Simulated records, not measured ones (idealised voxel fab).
Title: Process Module voxel ribs on slabs
The width of the displayed cross-section, cut, is 230 nm; its cells are square, with a size of 5 nm.
Bands, listed from the top down, are how a cross-section gets written in this document; the cross-section itself is a grid of square cells, and a band is one or more rows of them. Look at the band entry: it leads with the top's height and the bottom's height in nm. Then it lists the materials left to right, with a width in nm for each. The word "all across" on a single material says that material fills the band edge to edge. The word "air" is empty space. Heads up on the height convention: 0 is the point under which the incoming wafer is all one material, and the lowest band has no bottom, it just keeps going down, like "top 0, no bottom". Width spec "30 to 40" -> top row of cells at first value, bottom row at second value, equal per-row change in between. Take "no change occurred" at face value: in the step it is given for, the cross-section changed in none of its cells. For the entry "Sealed void listing", the listed items are empty spaces with no open way to the top whose size is 8 cells or more; each item follows the pattern width x height at distance, where distance is from the left edge and all three are in nm. Past the settings on a step's line: simulator remark, on that step. overlay nm: on a step with a mask, how far right of its planned place the mask lay; negative means left.

[Listed below are the process steps as planned]
step 1: RECEIVE: material Si
step 2: DIRECTIONAL_DEP: material SiO2, thk nm 30
step 3: DIRECTIONAL_DEP: material SiN, thk nm 25
step 4: DIRECTIONAL_DEP: material aC, thk nm 10
step 5: PATTERN: tone cover, mask id RIB, material resist, width nm 25, thk nm 25, overlay nm 0
step 6: DIRECTIONAL_ETCH: etch materials aC, depth nm 10
step 7: STRIP: etch materials resist
step 8: DIRECTIONAL_ETCH: etch materials SiN, depth nm 10
step 9: STRIP: etch materials aC
step 10: DIRECTIONAL_DEP: material aC, thk nm 15
step 11: PATTERN: tone cover, mask id SLAB, material resist, width nm 75, thk nm 30, overlay nm 0
step 12: DIRECTIONAL_ETCH: etch materials aC, depth nm 15
step 13: STRIP: etch materials resist
step 14: DIRECTIONAL_ETCH: etch materials SiN, depth nm 15
step 15: STRIP: etch materials aC
step 16: FILL_DEP: material SiO2, thk nm 15
step 17: CMP: height nm 65
step 18: DIRECTIONAL_DEP: material TiN, thk nm 5
step 19: PATTERN: tone cover, mask id HEATER, material resist, width nm 35, thk nm 20, overlay nm 0
step 20: DIRECTIONAL_ETCH: etch materials TiN, depth nm 5
step 21: STRIP: etch materials resist
step 22: CONFORMAL_DEP: material SiN, thk nm 10
Variable across wafers: step 11 width nm (plan value is that of the first wafer; starting state common to all).

[So this is the first of several wafers, cross-sectioned as it came to us, meaning it's at the end of step 1]
	top 0, no bottom = Si all across
	Sealed void listing: none

[Module finished, last step 22 done: cross-section of the first of several wafers]
	top 80, bottom 75 = air (85); SiN (55); air (90)
	top 75, bottom 70 = SiN all across
	top 70, bottom 65 = SiN (95); TiN (35); SiN (100)
	top 65, bottom 55 = SiO2 all across
	top 55, bottom 45 = SiO2 (100); SiN (25); SiO2 (105)
	top 45, bottom 30 = SiO2 (75); SiN (75); SiO2 (80)
	top 30, bottom 0 = SiO2 all across
	top 0, no bottom = Si all across
	Sealed void listing: none

[Cross-section at module completion, last wafer]
	top 80, bottom 75 = air (85); SiN (55); air (90)
	top 75, bottom 70 = SiN all across
	top 70, bottom 65 = SiN (95); TiN (35); SiN (100)
	top 65, bottom 55 = SiO2 all across
	top 55, bottom 45 = SiO2 (100); SiN (25); SiO2 (105)
	top 45, bottom 30 = SiO2 (65); SiN (100); SiO2 (65)
	top 30, bottom 0 = SiO2 all across
	top 0, no bottom = Si all across
	Sealed void listing: none

[So in this table every wafer gets its own row, and what you see is where it stands at the end of the module: for each material, how many cells it picked up (+) or gave up (-) since we received it, and after that its closed voids]
width nm 75; +151 SiN; +543 SiO2; +7 TiN; Sealed void listing: none
width nm 80; +154 SiN; +540 SiO2; +7 TiN; Sealed void listing: none
width nm 85; +157 SiN; +537 SiO2; +7 TiN; Sealed void listing: none
width nm 90; +160 SiN; +534 SiO2; +7 TiN; Sealed void listing: none
width nm 95; +163 SiN; +531 SiO2; +7 TiN; Sealed void listing: none
width nm 100; +166 SiN; +528 SiO2; +7 TiN; Sealed void listing: none
